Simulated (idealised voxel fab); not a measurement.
process module | voxel released beams
cross-section cut | 250 nm wide | cells 5 nm
A cross-section is a grid of square cells, given in bands from the top down. A band is one or more rows of cells.
Each band's line starts with the height of the band's top and of its bottom, in nm. Then come its materials from left to right, each with its width in nm. One material with "throughout" fills the band from edge to edge. "air" is empty space.
Height 0 is the level under which the wafer as received is all one material. The lowest band goes on downwards, as in "0 down".
A width such as "30 to 40" changes by the same amount from each row of cells to the next, from the band's top row to its bottom row.
"no change" after a step means that no cell of the cross-section changed.
closed voids: empty space of 8 cells or more with no open way to the top, each as width x height at its distance from the left edge, in nm
after a step's settings: what the simulator itself notes on the step
overlay nm, on a step with a mask: how far to the right of its planned place the mask lay; to the left if negative
plan
1 op RECEIVE | material Si
2 op CONFORMAL_DEP | material SiN | thk nm 5
3 op DIRECTIONAL_DEP | material SiO2 | thk nm 20
4 op MASKED_ETCH | tone open | mask id ANCHOR | width nm 35 | etch materials SiO2 | depth nm 20 | overlay nm 0
5 op CONFORMAL_DEP | material polySi | thk nm 10
6 op MASKED_ETCH | tone cover | mask id BEAM | width nm 85 | etch materials polySi | depth nm 10 | overlay nm 0
7 op STRIP | etch materials SiO2
as received, after step 1
  0 down: Si throughout
  closed voids: none
first wafer at the end, as planned
  35 to 25: air 80 | polySi 15 | air 15 | polySi 55 | air 85
  25 to 15: air 85 | polySi 10 | air 15 | polySi 10 | air 130
  15 to 5: air 85 | polySi 35 | air 130
  5 to 0: SiN throughout
  0 down: Si throughout
  closed voids: none
second wafer at the end: like start, like plan, one mistake
  30 to 20: air 80 | polySi 15 | air 15 | polySi 55 | air 85
  20 to 10: air 85 | polySi 10 | air 15 | polySi 10 | air 130
  10 to 0: air 85 | polySi 35 | air 130
  0 down: Si throughout
  closed voids: none
what went wrong: step 2 was left out
at the end the second wafer has, in cells: 50 fewer of SiN
